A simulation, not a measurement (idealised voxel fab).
This is a process module. Its name is voxel air gaps.
We display cut, a cross-section 215 nm in width whose square cells are each 5 nm.
We lay out every cross-section as a grid of square cells and spell it out in bands from the top down, where one band means one or more rows of cells.
In this notation a band is specified by the heights of its top and bottom, in that order and in nm, after which its materials appear from left to right, each paired with its width in nm. The word "all across" attached to a single material means that material fills the band from edge to edge; the word "blank" stands for empty space.
Heads up on the height convention: 0 is the point under which the incoming wafer is all one material, and the lowest band has no bottom, it just keeps going down, like "0 and below".
Quick explanation for "30..40": the width changes in equal steps down the rows of cells, from the first number in the band's top row to the second number in its bottom row.
No cell of the cross-section changed in a step that is given as "nothing altered".
"Closed-off voids": empty spaces of 8 cells or more with no open way to the top, each given as width x height at distance, distance from the left edge, all in nm.
On each step's line, the part that comes after the settings is the simulator's own comment on the step.
overlay nm: right-of-plan distance of the mask on a masked step; negative values mean left-of-plan.
# Intended process steps
1 RECEIVE, material Si
2 CONFORMAL_DEP, material SiO2, thk nm 15
3 CONFORMAL_DEP, material SiN, thk nm 5
4 DIRECTIONAL_DEP, material SiO2, thk nm 40
5 MASKED_ETCH, tone open, mask id LINES, width nm 25, pitch nm 55, etch materials SiO2, depth nm 40, overlay nm 0
6 CONFORMAL_DEP, material TiN, thk nm 5
7 FILL_DEP, material Cu, thk nm 5
8 CMP, height nm 60
9 EPI, material Ru, thk nm 10
10 SELECTIVE_ETCH, etch materials SiO2, depth nm 50
11 CONFORMAL_DEP, material SiCN, thk nm 5
# Wafer as received: cross-section following step 1
    0 and below = Si all across
    Closed-off voids: none
# First wafer of two, sectioned at end of module; run went per plan
    75 down to 70 = 25 nm blank / 165 nm SiCN / 25 nm blank
    70 down to 60 = 25 nm blank / 5 nm SiCN / 45 nm Ru / 10 nm SiCN / 45 nm Ru / 10 nm SiCN / 45 nm Ru / 5 nm SiCN / 25 nm blank
    60 down to 55 = 25 nm blank / 15 nm SiCN / 5 nm TiN / 15 nm Cu / 5 nm TiN / 30 nm SiCN / 5 nm TiN / 15 nm Cu / 5 nm TiN / 30 nm SiCN / 5 nm TiN / 15 nm Cu / 5 nm TiN / 15 nm SiCN / 25 nm blank
    55 down to 25 = 35 nm blank / 5 nm SiCN / 5 nm TiN / 15 nm Cu / 5 nm TiN / 5 nm SiCN / 20 nm blank / 5 nm SiCN / 5 nm TiN / 15 nm Cu / 5 nm TiN / 5 nm SiCN / 20 nm blank / 5 nm SiCN / 5 nm TiN / 15 nm Cu / 5 nm TiN / 5 nm SiCN / 35 nm blank
    25 down to 20 = 40 nm SiCN / 25 nm TiN / 30 nm SiCN / 25 nm TiN / 30 nm SiCN / 25 nm TiN / 40 nm SiCN
    20 down to 15 = SiN all across
    15 down to 0 = SiO2 all across
    0 and below = Si all across
    Closed-off voids: 20 x 30 at 70; 20 x 30 at 125
# Cross-section at end of module for the second wafer of two, which matched the first in starting point and plan and differed by one mistake in its processing
    75 down to 70 = SiCN all across
    70 down to 60 = 50 nm Ru / 5 nm SiCN / 50 nm Ru / 5 nm SiCN / 50 nm Ru / 5 nm SiCN / 50 nm Ru
    60 down to 55 = 35 nm Cu / 5 nm TiN / 25 nm SiCN / 5 nm TiN / 20 nm Cu / 5 nm TiN / 25 nm SiCN / 5 nm TiN / 20 nm Cu / 5 nm TiN / 25 nm SiCN / 5 nm TiN / 35 nm Cu
    55 down to 25 = 35 nm Cu / 5 nm TiN / 5 nm SiCN / 15 nm blank / 5 nm SiCN / 5 nm TiN / 20 nm Cu / 5 nm TiN / 5 nm SiCN / 15 nm blank / 5 nm SiCN / 5 nm TiN / 20 nm Cu / 5 nm TiN / 5 nm SiCN / 15 nm blank / 5 nm SiCN / 5 nm TiN / 35 nm Cu
    25 down to 20 = 40 nm TiN / 25 nm SiCN / 30 nm TiN / 25 nm SiCN / 30 nm TiN / 25 nm SiCN / 40 nm TiN
    20 down to 15 = SiN all across
    15 down to 0 = SiO2 all across
    0 and below = Si all across
    Closed-off voids: 15 x 30 at 45; 15 x 30 at 100; 15 x 30 at 155
What was the processing mistake? it should be noted that step 5 was executed with settings other than those planned, the operation and settings actually applied being MASKED_ETCH, tone cover, mask id LINES, width nm 25, pitch nm 55, etch materials SiO2, depth nm 40, overlay nm 0
Final comparison by cell count, materials where the second wafer has more or fewer than the first: +91 Cu; +26 Ru; -12 SiCN; +13 TiN
Ultimately, the number of closed voids is 2 in the first wafer and 3 in the second wafer.
